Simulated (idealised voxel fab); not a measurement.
This section sets out a process module, namely voxel capacitor over wiring.
Square cell edge 5 nm, section width 235 nm, ID cut.
In this document a cross-section is written as a grid of square cells. It is given as a series of bands, listed from the top down, and a band is one or more rows of cells.
Band: top and bottom heights (nm) first, top before bottom; then materials from left to right, widths in nm. "full width" marks a sole material filling the band edge to edge. "blank" denotes empty space.
Zero point of the height axis is 0; under it, received wafer = one material. Lowest band: continues down indefinitely, "from 0 down".
The two numbers in a width such as "30 to 40" mark its ends across the band: the first belongs to the top row of cells, the second to the bottom row, and from each row to the next the width moves by the same amount.
Basically "everything unchanged" means that step didn't change any cell in the cross-section.
"Entrapped void list": sealed empty spaces, 8 cells or more, no open way to top, listed width x height at distance, with distance from the left edge and width, height and distance in nm.
Anything after a step's settings on that line? It's the simulator's own note about the step.
On any step carrying a mask, the "overlay nm" setting, if present on the step's line, tells how far right of its planned place the mask lay; negative values point to the left.
Guide to the pairs. Each holds a before and an after cross-section around one process step; the after cross-section is cut off at the lowest band that changed. Look under the pair for the step between them and its settings. Pairs can come from different runs of this module on the same starting wafer, so a pair follows on from the one above it only where its entry headed "Before the process" says it does.
Before the process
* from 110 to 90  65 blank, then 75 resist, then 95 blank
* from 90 to 80  65 blank, then 5 resist, then 65 aC, then 5 resist, then 95 blank
* from 80 to 75  65 blank, then 5 resist, then 65 TiN, then 5 resist, then 95 blank
* from 75 to 70  65 blank, then 5 aC, then 65 TiN, then 5 aC, then 95 blank
* from 70 to 65  65 blank, then 5 aC, then 65 SiN, then 5 aC, then 95 blank
* from 65 to 60  TiN full width
* from 60 to 45  70 lowk, then 5 TiN, then 5 Ru, then 5 TiN, then 150 lowk
* from 45 to 40  70 SiCN, then 15 TiN, then 150 SiCN
* from 40 to 30  SiO2 full width
* from 30 to 20  60 SiO2, then 25 W, then 60 SiO2, then 25 W, then 65 SiO2
* from 20 to 15  60 SiO2, then 25 TiN, then 60 SiO2, then 25 TiN, then 65 SiO2
* from 15 to 0  SiO2 full width
* from 0 down  Si full width
* Entrapped void list: none
As Processed
* from 90 to 80  70 blank, then 65 aC, then 100 blank
* from 80 to 75  70 blank, then 65 TiN, then 100 blank
* Unchanged below 75.
* Entrapped void list: none
Which process step falls between the two cross-sections above? op STRIP | etch materials resist
Before the process: The prior state of this step coincides with the post-step cross-section of the pair just above.
As Processed
* from 90 to 80  70 blank, then 65 aC, then 100 blank
* from 80 to 75  70 blank, then 65 TiN, then 100 blank
* from 75 to 70  65 blank, then 5 aC, then 65 TiN, then 5 aC, then 95 blank
* from 70 to 65  65 blank, then 5 aC, then 65 SiN, then 5 aC, then 95 blank
* from 65 to 60  65 blank, then 75 TiN, then 95 blank
* Unchanged below 60.
* Entrapped void list: none
Which process step falls between the two cross-sections above? op DIRECTIONAL_ETCH | etch materials TiN | depth nm 5
Before the process: The prior state of this step coincides with the post-step cross-section of the pair just above.
As Processed
* from 80 to 70  70 blank, then 65 TiN, then 100 blank
* from 70 to 65  70 blank, then 65 SiN, then 100 blank
* Unchanged below 65.
* Entrapped void list: none
Which process step falls between the two cross-sections above? op STRIP | etch materials aC
Before the process: The prior state of this step coincides with the post-step cross-section of the pair just above.
As Processed
* from 95 to 80  SiO2 full width
* from 80 to 70  70 SiO2, then 65 TiN, then 100 SiO2
* from 70 to 65  70 SiO2, then 65 SiN, then 100 SiO2
* from 65 to 60  65 SiO2, then 75 TiN, then 95 SiO2
* Unchanged below 60.
* Entrapped void list: none
Which process step falls between the two cross-sections above? op FILL_DEP | material SiO2 | thk nm 15
Before the process: The prior state of this step coincides with the post-step cross-section of the pair just above.
As Processed
* from 90 to 80  SiO2 full width
* Unchanged below 80.
* Entrapped void list: none
Which process step falls between the two cross-sections above? op CMP | height nm 90
Before the process: The prior state of this step coincides with the post-step cross-section of the pair just above.
As Processed
* from 110 to 90  80 resist, then 15 blank, then 140 resist
* Unchanged below 90.
* Entrapped void list: none
Which process step falls between the two cross-sections above? op PATTERN | tone open | mask id PLUG_2 | material resist | width nm 15 | thk nm 20 | overlay nm 0
Before the process: The prior state of this step coincides with the post-step cross-section of the pair just above.
As Processed
* from 110 to 90  80 resist, then 15 blank, then 140 resist
* from 90 to 80  80 SiO2, then 15 blank, then 140 SiO2
* Unchanged below 80.
* Entrapped void list: none
Which process step falls between the two cross-sections above? op DIRECTIONAL_ETCH | etch materials SiO2 | depth nm 10
Before the process: The prior state of this step coincides with the post-step cross-section of the pair just above.
As Processed
* from 90 to 80  80 SiO2, then 15 blank, then 140 SiO2
* Unchanged below 80.
* Entrapped void list: none
Which process step falls between the two cross-sections above? op STRIP | etch materials resist
Before the process: The prior state of this step coincides with the post-step cross-section of the pair just above.
As Processed
* from 95 to 90  85 TiN, then 5 blank, then 145 TiN
* from 90 to 85  80 SiO2, then 5 TiN, then 5 blank, then 5 TiN, then 140 SiO2
* from 85 to 80  80 SiO2, then 15 TiN, then 140 SiO2
* Unchanged below 80.
* Entrapped void list: none
Which process step falls between the two cross-sections above? op CONFORMAL_DEP | material TiN | thk nm 5
Before the process: The prior state of this step coincides with the post-step cross-section of the pair just above.
As Processed
* from 100 to 95  Cu full width
* from 95 to 90  85 TiN, then 5 Cu, then 145 TiN
* from 90 to 85  80 SiO2, then 5 TiN, then 5 Cu, then 5 TiN, then 140 SiO2
* Unchanged below 85.
* Entrapped void list: none
Which process step falls between the two cross-sections above? op FILL_DEP | material Cu | thk nm 5
Before the process: The prior state of this step coincides with the post-step cross-section of the pair just above.
As Processed
* from 90 to 85  80 SiO2, then 5 TiN, then 5 Cu, then 5 TiN, then 140 SiO2
* Unchanged below 85.
* Entrapped void list: none
Which process step falls between the two cross-sections above? op CMP | height nm 90
Before the process: The prior state of this step coincides with the post-step cross-section of the pair just above.
As Processed
* from 95 to 90  SiN full width
* Unchanged below 90.
* Entrapped void list: none
Which process step falls between the two cross-sections above? op CONFORMAL_DEP | material SiN | thk nm 5
Before the process
* from 90 to 80  70 blank, then 65 aC, then 100 blank
* from 80 to 75  70 blank, then 65 TiN, then 100 blank
* from 75 to 70  70 aC, then 65 TiN, then 100 aC
* from 70 to 65  70 aC, then 65 SiN, then 100 aC
* from 65 to 60  TiN full width
* from 60 to 45  70 lowk, then 5 TiN, then 5 Ru, then 5 TiN, then 150 lowk
* from 45 to 40  70 SiCN, then 15 TiN, then 150 SiCN
* from 40 to 20  60 SiO2, then 25 W, then 60 SiO2, then 25 W, then 65 SiO2
* from 20 to 15  60 SiO2, then 25 TiN, then 60 SiO2, then 25 TiN, then 65 SiO2
* from 15 to 0  SiO2 full width
* from 0 down  Si full width
* Entrapped void list: none
As Processed
* from 120 to 90  65 blank, then 80 resist, then 90 blank
* from 90 to 80  65 blank, then 5 resist, then 65 aC, then 10 resist, then 90 blank
* from 80 to 75  65 blank, then 5 resist, then 65 TiN, then 10 resist, then 90 blank
* Unchanged below 75.
* Entrapped void list: none
Which process step falls between the two cross-sections above? op PATTERN | tone cover | mask id LOWER_PLATE | material resist | width nm 80 | thk nm 30 | overlay nm 0
Before the process: The prior state of this step coincides with the post-step cross-section of the pair just above.
As Processed
* from 110 to 90  65 blank, then 80 resist, then 90 blank
* from 90 to 80  65 blank, then 5 resist, then 65 aC, then 10 resist, then 90 blank
* from 80 to 75  65 blank, then 5 resist, then 65 TiN, then 10 resist, then 90 blank
* from 75 to 70  65 blank, then 5 aC, then 65 TiN, then 10 aC, then 90 blank
* from 70 to 65  65 blank, then 5 aC, then 65 SiN, then 10 aC, then 90 blank
* Unchanged below 65.
* Entrapped void list: none
Which process step falls between the two cross-sections above? op DIRECTIONAL_ETCH | etch materials aC | depth nm 10
Before the process: The prior state of this step coincides with the post-step cross-section of the pair just above.
As Processed
* from 90 to 80  70 blank, then 65 aC, then 100 blank
* from 80 to 75  70 blank, then 65 TiN, then 100 blank
* Unchanged below 75.
* Entrapped void list: none
Which process step falls between the two cross-sections above? op STRIP | etch materials resist
Before the process: The prior state of this step coincides with the post-step cross-section of the pair just above.
As Processed
* from 90 to 80  70 blank, then 65 aC, then 100 blank
* from 80 to 75  70 blank, then 65 TiN, then 100 blank
* from 75 to 70  65 blank, then 5 aC, then 65 TiN, then 10 aC, then 90 blank
* from 70 to 65  65 blank, then 5 aC, then 65 SiN, then 10 aC, then 90 blank
* from 65 to 60  65 blank, then 80 TiN, then 90 blank
* Unchanged below 60.
* Entrapped void list: none
Which process step falls between the two cross-sections above? op DIRECTIONAL_ETCH | etch materials TiN | depth nm 5
Before the process: The prior state of this step coincides with the post-step cross-section of the pair just above.
As Processed
* from 80 to 70  70 blank, then 65 TiN, then 100 blank
* from 70 to 65  70 blank, then 65 SiN, then 100 blank
* Unchanged below 65.
* Entrapped void list: none
Which process step falls between the two cross-sections above? op STRIP | etch materials aC
Before the process: The prior state of this step coincides with the post-step cross-section of the pair just above.
As Processed
* from 95 to 80  SiO2 full width
* from 80 to 70  70 SiO2, then 65 TiN, then 100 SiO2
* from 70 to 65  70 SiO2, then 65 SiN, then 100 SiO2
* from 65 to 60  65 SiO2, then 80 TiN, then 90 SiO2
* Unchanged below 60.
* Entrapped void list: none
Which process step falls between the two cross-sections above? op FILL_DEP | material SiO2 | thk nm 15
Before the process: The prior state of this step coincides with the post-step cross-section of the pair just above.
As Processed
* from 90 to 80  SiO2 full width
* Unchanged below 80.
* Entrapped void list: none
Which process step falls between the two cross-sections above? op CMP | height nm 90
Before the process: The prior state of this step coincides with the post-step cross-section of the pair just above.
As Processed
* from 110 to 90  80 resist, then 15 blank, then 140 resist
* Unchanged below 90.
* Entrapped void list: none
Which process step falls between the two cross-sections above? op PATTERN | tone open | mask id PLUG_2 | material resist | width nm 15 | thk nm 20 | overlay nm 0
Before the process: The prior state of this step coincides with the post-step cross-section of the pair just above.
As Processed
* from 110 to 90  80 resist, then 15 blank, then 140 resist
* from 90 to 80  80 SiO2, then 15 blank, then 140 SiO2
* Unchanged below 80.
* Entrapped void list: none
Which process step falls between the two cross-sections above? op DIRECTIONAL_ETCH | etch materials SiO2 | depth nm 10
Before the process: The prior state of this step coincides with the post-step cross-section of the pair just above.
As Processed
* from 90 to 80  80 SiO2, then 15 blank, then 140 SiO2
* Unchanged below 80.
* Entrapped void list: none
Which process step falls between the two cross-sections above? op STRIP | etch materials resist
Before the process: The prior state of this step coincides with the post-step cross-section of the pair just above.
As Processed
* from 95 to 90  85 TiN, then 5 blank, then 145 TiN
* from 90 to 85  80 SiO2, then 5 TiN, then 5 blank, then 5 TiN, then 140 SiO2
* from 85 to 80  80 SiO2, then 15 TiN, then 140 SiO2
* Unchanged below 80.
* Entrapped void list: none
Which process step falls between the two cross-sections above? op CONFORMAL_DEP | material TiN | thk nm 5
Before the process: The prior state of this step coincides with the post-step cross-section of the pair just above.
As Processed
* from 100 to 95  Cu full width
* from 95 to 90  85 TiN, then 5 Cu, then 145 TiN
* from 90 to 85  80 SiO2, then 5 TiN, then 5 Cu, then 5 TiN, then 140 SiO2
* Unchanged below 85.
* Entrapped void list: none
Which process step falls between the two cross-sections above? op FILL_DEP | material Cu | thk nm 5
Before the process: The prior state of this step coincides with the post-step cross-section of the pair just above.
As Processed
* from 90 to 85  80 SiO2, then 5 TiN, then 5 Cu, then 5 TiN, then 140 SiO2
* Unchanged below 85.
* Entrapped void list: none
Which process step falls between the two cross-sections above? op CMP | height nm 90
Before the process: The prior state of this step coincides with the post-step cross-section of the pair just above.
As Processed
* from 95 to 90  SiN full width
* Unchanged below 90.
* Entrapped void list: none
Which process step falls between the two cross-sections above? op CONFORMAL_DEP | material SiN | thk nm 5
Before the process
* from 60 to 45  lowk full width
* from 45 to 40  SiCN full width
* from 40 to 20  60 SiO2, then 25 W, then 60 SiO2, then 25 W, then 65 SiO2
* from 20 to 15  60 SiO2, then 25 TiN, then 60 SiO2, then 25 TiN, then 65 SiO2
* from 15 to 0  SiO2 full width
* from 0 down  Si full width
* Entrapped void list: none
As Processed
* from 60 to 45  75 lowk, then 15 blank, then 145 lowk
* Unchanged below 45.
* Entrapped void list: none
Which process step falls between the two cross-sections above? op MASKED_ETCH | tone open | mask id PLUG_1 | width nm 15 | etch materials lowk | depth nm 15 | overlay nm 5
Before the process: The prior state of this step coincides with the post-step cross-section of the pair just above.
As Processed
* from 60 to 45  75 lowk, then 15 blank, then 145 lowk
* from 45 to 40  75 SiCN, then 10 blank, then 150 SiCN
* Unchanged below 40.
* Entrapped void list: none
Which process step falls between the two cross-sections above? op MASKED_ETCH | tone open | mask id PLUG_1 | width nm 15 | etch materials SiCN | depth nm 5 | overlay nm 0
Before the process: The prior state of this step coincides with the post-step cross-section of the pair just above.
As Processed
* from 65 to 60  80 TiN, then 5 blank, then 150 TiN
* from 60 to 50  75 lowk, then 5 TiN, then 5 blank, then 5 TiN, then 145 lowk
* from 50 to 45  75 lowk, then 15 TiN, then 145 lowk
* from 45 to 40  75 SiCN, then 10 TiN, then 150 SiCN
* Unchanged below 40.
* Entrapped void list: none
Which process step falls between the two cross-sections above? op CONFORMAL_DEP | material TiN | thk nm 5
Before the process: The prior state of this step coincides with the post-step cross-section of the pair just above.
As Processed
* from 75 to 65  Ru full width
* from 65 to 60  80 TiN, then 5 Ru, then 150 TiN
* from 60 to 50  75 lowk, then 5 TiN, then 5 Ru, then 5 TiN, then 145 lowk
* Unchanged below 50.
* Entrapped void list: none
Which process step falls between the two cross-sections above? op FILL_DEP | material Ru | thk nm 10
Before the process: The prior state of this step coincides with the post-step cross-section of the pair just above.
As Processed
* from 60 to 50  75 lowk, then 5 TiN, then 5 Ru, then 5 TiN, then 145 lowk
* Unchanged below 50.
* Entrapped void list: none
Which process step falls between the two cross-sections above? op CMP | height nm 60
Before the process: The prior state of this step coincides with the post-step cross-section of the pair just above.
As Processed
* from 65 to 60  TiN full width
* Unchanged below 60.
* Entrapped void list: none
Which process step falls between the two cross-sections above? op DIRECTIONAL_DEP | material TiN | thk nm 5
Before the process: The prior state of this step coincides with the post-step cross-section of the pair just above.
As Processed
* from 70 to 65  SiN full width
* Unchanged below 65.
* Entrapped void list: none
Which process step falls between the two cross-sections above? op DIRECTIONAL_DEP | material SiN | thk nm 5
Before the process: The prior state of this step coincides with the post-step cross-section of the pair just above.
As Processed
* from 80 to 70  TiN full width
* Unchanged below 70.
* Entrapped void list: none
Which process step falls between the two cross-sections above? op DIRECTIONAL_DEP | material TiN | thk nm 10
Before the process: The prior state of this step coincides with the post-step cross-section of the pair just above.
As Processed
* from 90 to 80  aC full width
* Unchanged below 80.
* Entrapped void list: none
Which process step falls between the two cross-sections above? op DIRECTIONAL_DEP | material aC | thk nm 10
Before the process: The prior state of this step coincides with the post-step cross-section of the pair just above.
As Processed
* from 115 to 90  70 blank, then 65 resist, then 100 blank
* Unchanged below 90.
* Entrapped void list: none
Which process step falls between the two cross-sections above? op PATTERN | tone cover | mask id UPPER_PLATE | material resist | width nm 65 | thk nm 25 | overlay nm 0
Before the process: The prior state of this step coincides with the post-step cross-section of the pair just above.
As Processed
* from 105 to 90  70 blank, then 65 resist, then 100 blank
* from 90 to 80  70 blank, then 65 aC, then 100 blank
* Unchanged below 80.
* Entrapped void list: none
Which process step falls between the two cross-sections above? op DIRECTIONAL_ETCH | etch materials aC | depth nm 10
Before the process: The prior state of this step coincides with the post-step cross-section of the pair just above.
As Processed
* from 90 to 80  70 blank, then 65 aC, then 100 blank
* Unchanged below 80.
* Entrapped void list: none
Which process step falls between the two cross-sections above? op STRIP | etch materials resist
Before the process: The prior state of this step coincides with the post-step cross-section of the pair just above.
As Processed
* from 90 to 80  70 blank, then 65 aC, then 100 blank
* from 80 to 70  70 blank, then 65 TiN, then 100 blank
* Unchanged below 70.
* Entrapped void list: none
Which process step falls between the two cross-sections above? op DIRECTIONAL_ETCH | etch materials TiN | depth nm 10
Before the process: The prior state of this step coincides with the post-step cross-section of the pair just above.
As Processed
* from 90 to 80  70 blank, then 65 aC, then 100 blank
* from 80 to 70  70 blank, then 65 TiN, then 100 blank
* from 70 to 65  70 blank, then 65 SiN, then 100 blank
* Unchanged below 65.
* Entrapped void list: none
Which process step falls between the two cross-sections above? op DIRECTIONAL_ETCH | etch materials SiN | depth nm 5
Before the process: The prior state of this step coincides with the post-step cross-section of the pair just above.
As Processed
* from 80 to 70  70 blank, then 65 TiN, then 100 blank
* Unchanged below 70.
* Entrapped void list: none
Which process step falls between the two cross-sections above? op STRIP | etch materials aC
Before the process: The prior state of this step coincides with the post-step cross-section of the pair just above.
As Processed
* from 90 to 80  70 blank, then 65 aC, then 100 blank
* from 80 to 75  70 blank, then 65 TiN, then 100 blank
* from 75 to 70  70 aC, then 65 TiN, then 100 aC
* from 70 to 65  70 aC, then 65 SiN, then 100 aC
* Unchanged below 65.
* Entrapped void list: none
Which process step falls between the two cross-sections above? op DIRECTIONAL_DEP | material aC | thk nm 10
Before the process: The prior state of this step coincides with the post-step cross-section of the pair just above.
As Processed
* from 120 to 90  65 blank, then 75 resist, then 95 blank
* from 90 to 80  65 blank, then 5 resist, then 65 aC, then 5 resist, then 95 blank
* from 80 to 75  65 blank, then 5 resist, then 65 TiN, then 5 resist, then 95 blank
* Unchanged below 75.
* Entrapped void list: none
Which process step falls between the two cross-sections above? op PATTERN | tone cover | mask id LOWER_PLATE | material resist | width nm 75 | thk nm 30 | overlay nm 0
Before the process: The prior state of this step coincides with the post-step cross-section of the pair just above.
As Processed
* from 110 to 90  65 blank, then 75 resist, then 95 blank
* from 90 to 80  65 blank, then 5 resist, then 65 aC, then 5 resist, then 95 blank
* from 80 to 75  65 blank, then 5 resist, then 65 TiN, then 5 resist, then 95 blank
* from 75 to 70  65 blank, then 5 aC, then 65 TiN, then 5 aC, then 95 blank
* from 70 to 65  65 blank, then 5 aC, then 65 SiN, then 5 aC, then 95 blank
* Unchanged below 65.
* Entrapped void list: none
Which process step falls between the two cross-sections above? op DIRECTIONAL_ETCH | etch materials aC | depth nm 10
Before the process: The prior state of this step coincides with the post-step cross-section of the pair just above.
As Processed
* from 90 to 80  70 blank, then 65 aC, then 100 blank
* from 80 to 75  70 blank, then 65 TiN, then 100 blank
* Unchanged below 75.
* Entrapped void list: none
Which process step falls between the two cross-sections above? op STRIP | etch materials resist
Before the process: The prior state of this step coincides with the post-step cross-section of the pair just above.
As Processed
* from 90 to 80  70 blank, then 65 aC, then 100 blank
* from 80 to 75  70 blank, then 65 TiN, then 100 blank
* from 75 to 70  65 blank, then 5 aC, then 65 TiN, then 5 aC, then 95 blank
* from 70 to 65  65 blank, then 5 aC, then 65 SiN, then 5 aC, then 95 blank
* from 65 to 60  65 blank, then 75 TiN, then 95 blank
* Unchanged below 60.
* Entrapped void list: none
Which process step falls between the two cross-sections above? op DIRECTIONAL_ETCH | etch materials TiN | depth nm 5
Before the process: The prior state of this step coincides with the post-step cross-section of the pair just above.
As Processed
* from 80 to 70  70 blank, then 65 TiN, then 100 blank
* from 70 to 65  70 blank, then 65 SiN, then 100 blank
* Unchanged below 65.
* Entrapped void list: none
Which process step falls between the two cross-sections above? op STRIP | etch materials aC
Before the process: The prior state of this step coincides with the post-step cross-section of the pair just above.
As Processed
* from 95 to 80  SiO2 full width
* from 80 to 70  70 SiO2, then 65 TiN, then 100 SiO2
* from 70 to 65  70 SiO2, then 65 SiN, then 100 SiO2
* from 65 to 60  65 SiO2, then 75 TiN, then 95 SiO2
* Unchanged below 60.
* Entrapped void list: none
Which process step falls between the two cross-sections above? op FILL_DEP | material SiO2 | thk nm 15
Before the process: The prior state of this step coincides with the post-step cross-section of the pair just above.
As Processed
* from 90 to 80  SiO2 full width
* Unchanged below 80.
* Entrapped void list: none
Which process step falls between the two cross-sections above? op CMP | height nm 90
Before the process: The prior state of this step coincides with the post-step cross-section of the pair just above.
As Processed
* from 110 to 90  80 resist, then 15 blank, then 140 resist
* Unchanged below 90.
* Entrapped void list: none
Which process step falls between the two cross-sections above? op PATTERN | tone open | mask id PLUG_2 | material resist | width nm 15 | thk nm 20 | overlay nm 0
Before the process: The prior state of this step coincides with the post-step cross-section of the pair just above.
As Processed
* from 110 to 90  80 resist, then 15 blank, then 140 resist
* from 90 to 80  80 SiO2, then 15 blank, then 140 SiO2
* Unchanged below 80.
* Entrapped void list: none
Which process step falls between the two cross-sections above? op DIRECTIONAL_ETCH | etch materials SiO2 | depth nm 10
Before the process: The prior state of this step coincides with the post-step cross-section of the pair just above.
As Processed
* from 90 to 80  80 SiO2, then 15 blank, then 140 SiO2
* Unchanged below 80.
* Entrapped void list: none
Which process step falls between the two cross-sections above? op STRIP | etch materials resist
Before the process: The prior state of this step coincides with the post-step cross-section of the pair just above.
As Processed
* from 95 to 90  85 TiN, then 5 blank, then 145 TiN
* from 90 to 85  80 SiO2, then 5 TiN, then 5 blank, then 5 TiN, then 140 SiO2
* from 85 to 80  80 SiO2, then 15 TiN, then 140 SiO2
* Unchanged below 80.
* Entrapped void list: none
Which process step falls between the two cross-sections above? op CONFORMAL_DEP | material TiN | thk nm 5
Before the process: The prior state of this step coincides with the post-step cross-section of the pair just above.
As Processed
* from 100 to 95  Cu full width
* from 95 to 90  85 TiN, then 5 Cu, then 145 TiN
* from 90 to 85  80 SiO2, then 5 TiN, then 5 Cu, then 5 TiN, then 140 SiO2
* Unchanged below 85.
* Entrapped void list: none
Which process step falls between the two cross-sections above? op FILL_DEP | material Cu | thk nm 5
Before the process: The prior state of this step coincides with the post-step cross-section of the pair just above.
As Processed
* from 90 to 85  80 SiO2, then 5 TiN, then 5 Cu, then 5 TiN, then 140 SiO2
* Unchanged below 85.
* Entrapped void list: none
Which process step falls between the two cross-sections above? op CMP | height nm 90
Before the process: The prior state of this step coincides with the post-step cross-section of the pair just above.
As Processed
* from 95 to 90  SiN full width
* Unchanged below 90.
* Entrapped void list: none
Which process step falls between the two cross-sections above? op CONFORMAL_DEP | material SiN | thk nm 5
Before the process
* from 40 to 20  60 SiO2, then 25 W, then 60 SiO2, then 25 W, then 65 SiO2
* from 20 to 15  60 SiO2, then 25 TiN, then 60 SiO2, then 25 TiN, then 65 SiO2
* from 15 to 0  SiO2 full width
* from 0 down  Si full width
* Entrapped void list: none
As Processed
* from 45 to 40  TiN full width
* Unchanged below 40.
* Entrapped void list: none
Which process step falls between the two cross-sections above? op CONFORMAL_DEP | material TiN | thk nm 5
Before the process: The prior state of this step coincides with the post-step cross-section of the pair just above.
As Processed
* from 60 to 45  lowk full width
* Unchanged below 45.
* Entrapped void list: none
Which process step falls between the two cross-sections above? op DIRECTIONAL_DEP | material lowk | thk nm 15
Before the process: The prior state of this step coincides with the post-step cross-section of the pair just above.
As Processed
* from 60 to 45  70 lowk, then 15 blank, then 150 lowk
* Unchanged below 45.
* Entrapped void list: none
Which process step falls between the two cross-sections above? op MASKED_ETCH | tone open | mask id PLUG_1 | width nm 15 | etch materials lowk | depth nm 15 | overlay nm 0
Before the process: The prior state of this step coincides with the post-step cross-section of the pair just above.
As Processed
* from 65 to 60  75 TiN, then 5 blank, then 155 TiN
* from 60 to 50  70 lowk, then 5 TiN, then 5 blank, then 5 TiN, then 150 lowk
* from 50 to 45  70 lowk, then 15 TiN, then 150 lowk
* Unchanged below 45.
* Entrapped void list: none
Which process step falls between the two cross-sections above? op CONFORMAL_DEP | material TiN | thk nm 5
Before the process: The prior state of this step coincides with the post-step cross-section of the pair just above.
As Processed
* from 75 to 65  Ru full width
* from 65 to 60  75 TiN, then 5 Ru, then 155 TiN
* from 60 to 50  70 lowk, then 5 TiN, then 5 Ru, then 5 TiN, then 150 lowk
* Unchanged below 50.
* Entrapped void list: none
Which process step falls between the two cross-sections above? op FILL_DEP | material Ru | thk nm 10
Before the process: The prior state of this step coincides with the post-step cross-section of the pair just above.
As Processed
* from 60 to 50  70 lowk, then 5 TiN, then 5 Ru, then 5 TiN, then 150 lowk
* Unchanged below 50.
* Entrapped void list: none
Which process step falls between the two cross-sections above? op CMP | height nm 60
Before the process: The prior state of this step coincides with the post-step cross-section of the pair just above.
As Processed
* from 65 to 60  TiN full width
* Unchanged below 60.
* Entrapped void list: none
Which process step falls between the two cross-sections above? op DIRECTIONAL_DEP | material TiN | thk nm 5
Before the process: The prior state of this step coincides with the post-step cross-section of the pair just above.
As Processed
* from 70 to 65  SiN full width
* Unchanged below 65.
* Entrapped void list: none
Which process step falls between the two cross-sections above? op DIRECTIONAL_DEP | material SiN | thk nm 5
Before the process: The prior state of this step coincides with the post-step cross-section of the pair just above.
As Processed
* from 80 to 70  TiN full width
* Unchanged below 70.
* Entrapped void list: none
Which process step falls between the two cross-sections above? op DIRECTIONAL_DEP | material TiN | thk nm 10
Before the process: The prior state of this step coincides with the post-step cross-section of the pair just above.
As Processed
* from 90 to 80  aC full width
* Unchanged below 80.
* Entrapped void list: none
Which process step falls between the two cross-sections above? op DIRECTIONAL_DEP | material aC | thk nm 10
Before the process: The prior state of this step coincides with the post-step cross-section of the pair just above.
As Processed
* from 115 to 90  70 blank, then 65 resist, then 100 blank
* Unchanged below 90.
* Entrapped void list: none
Which process step falls between the two cross-sections above? op PATTERN | tone cover | mask id UPPER_PLATE | material resist | width nm 65 | thk nm 25 | overlay nm 0
Before the process: The prior state of this step coincides with the post-step cross-section of the pair just above.
As Processed
* from 105 to 90  70 blank, then 65 resist, then 100 blank
* from 90 to 80  70 blank, then 65 aC, then 100 blank
* Unchanged below 80.
* Entrapped void list: none
Which process step falls between the two cross-sections above? op DIRECTIONAL_ETCH | etch materials aC | depth nm 10
Before the process: The prior state of this step coincides with the post-step cross-section of the pair just above.
As Processed
* from 90 to 80  70 blank, then 65 aC, then 100 blank
* Unchanged below 80.
* Entrapped void list: none
Which process step falls between the two cross-sections above? op STRIP | etch materials resist
Before the process: The prior state of this step coincides with the post-step cross-section of the pair just above.
As Processed
* from 90 to 80  70 blank, then 65 aC, then 100 blank
* from 80 to 70  70 blank, then 65 TiN, then 100 blank
* Unchanged below 70.
* Entrapped void list: none
Which process step falls between the two cross-sections above? op DIRECTIONAL_ETCH | etch materials TiN | depth nm 10
Before the process: The prior state of this step coincides with the post-step cross-section of the pair just above.
As Processed
* from 90 to 80  70 blank, then 65 aC, then 100 blank
* from 80 to 70  70 blank, then 65 TiN, then 100 blank
* from 70 to 65  70 blank, then 65 SiN, then 100 blank
* Unchanged below 65.
* Entrapped void list: none
Which process step falls between the two cross-sections above? op DIRECTIONAL_ETCH | etch materials SiN | depth nm 5
Before the process: The prior state of this step coincides with the post-step cross-section of the pair just above.
As Processed
* from 80 to 70  70 blank, then 65 TiN, then 100 blank
* Unchanged below 70.
* Entrapped void list: none
Which process step falls between the two cross-sections above? op STRIP | etch materials aC
Before the process: The prior state of this step coincides with the post-step cross-section of the pair just above.
As Processed
* from 90 to 80  70 blank, then 65 aC, then 100 blank
* from 80 to 75  70 blank, then 65 TiN, then 100 blank
* from 75 to 70  70 aC, then 65 TiN, then 100 aC
* from 70 to 65  70 aC, then 65 SiN, then 100 aC
* Unchanged below 65.
* Entrapped void list: none
Which process step falls between the two cross-sections above? op DIRECTIONAL_DEP | material aC | thk nm 10
Before the process: The prior state of this step coincides with the post-step cross-section of the pair just above.
As Processed
* from 120 to 90  65 blank, then 75 resist, then 95 blank
* from 90 to 80  65 blank, then 5 resist, then 65 aC, then 5 resist, then 95 blank
* from 80 to 75  65 blank, then 5 resist, then 65 TiN, then 5 resist, then 95 blank
* Unchanged below 75.
* Entrapped void list: none
Which process step falls between the two cross-sections above? op PATTERN | tone cover | mask id LOWER_PLATE | material resist | width nm 75 | thk nm 30 | overlay nm 0
Before the process: The prior state of this step coincides with the post-step cross-section of the pair just above.
As Processed
* from 110 to 90  65 blank, then 75 resist, then 95 blank
* from 90 to 80  65 blank, then 5 resist, then 65 aC, then 5 resist, then 95 blank
* from 80 to 75  65 blank, then 5 resist, then 65 TiN, then 5 resist, then 95 blank
* from 75 to 70  65 blank, then 5 aC, then 65 TiN, then 5 aC, then 95 blank
* from 70 to 65  65 blank, then 5 aC, then 65 SiN, then 5 aC, then 95 blank
* Unchanged below 65.
* Entrapped void list: none
Which process step falls between the two cross-sections above? op DIRECTIONAL_ETCH | etch materials aC | depth nm 10
Before the process: The prior state of this step coincides with the post-step cross-section of the pair just above.
As Processed
* from 90 to 80  70 blank, then 65 aC, then 100 blank
* from 80 to 75  70 blank, then 65 TiN, then 100 blank
* Unchanged below 75.
* Entrapped void list: none
Which process step falls between the two cross-sections above? op STRIP | etch materials resist
Before the process: The prior state of this step coincides with the post-step cross-section of the pair just above.
As Processed
* from 90 to 80  70 blank, then 65 aC, then 100 blank
* from 80 to 75  70 blank, then 65 TiN, then 100 blank
* from 75 to 70  65 blank, then 5 aC, then 65 TiN, then 5 aC, then 95 blank
* from 70 to 65  65 blank, then 5 aC, then 65 SiN, then 5 aC, then 95 blank
* from 65 to 60  65 blank, then 75 TiN, then 95 blank
* Unchanged below 60.
* Entrapped void list: none
Which process step falls between the two cross-sections above? op DIRECTIONAL_ETCH | etch materials TiN | depth nm 5
Before the process: The prior state of this step coincides with the post-step cross-section of the pair just above.
As Processed
* from 80 to 70  70 blank, then 65 TiN, then 100 blank
* from 70 to 65  70 blank, then 65 SiN, then 100 blank
* Unchanged below 65.
* Entrapped void list: none
Which process step falls between the two cross-sections above? op STRIP | etch materials aC
Before the process: The prior state of this step coincides with the post-step cross-section of the pair just above.
As Processed
* from 95 to 80  SiO2 full width
* from 80 to 70  70 SiO2, then 65 TiN, then 100 SiO2
* from 70 to 65  70 SiO2, then 65 SiN, then 100 SiO2
* from 65 to 60  65 SiO2, then 75 TiN, then 95 SiO2
* Unchanged below 60.
* Entrapped void list: none
Which process step falls between the two cross-sections above? op FILL_DEP | material SiO2 | thk nm 15
Before the process: The prior state of this step coincides with the post-step cross-section of the pair just above.
As Processed
* from 90 to 80  SiO2 full width
* Unchanged below 80.
* Entrapped void list: none
Which process step falls between the two cross-sections above? op CMP | height nm 90
Before the process: The prior state of this step coincides with the post-step cross-section of the pair just above.
As Processed
* from 110 to 90  80 resist, then 15 blank, then 140 resist
* Unchanged below 90.
* Entrapped void list: none
Which process step falls between the two cross-sections above? op PATTERN | tone open | mask id PLUG_2 | material resist | width nm 15 | thk nm 20 | overlay nm 0
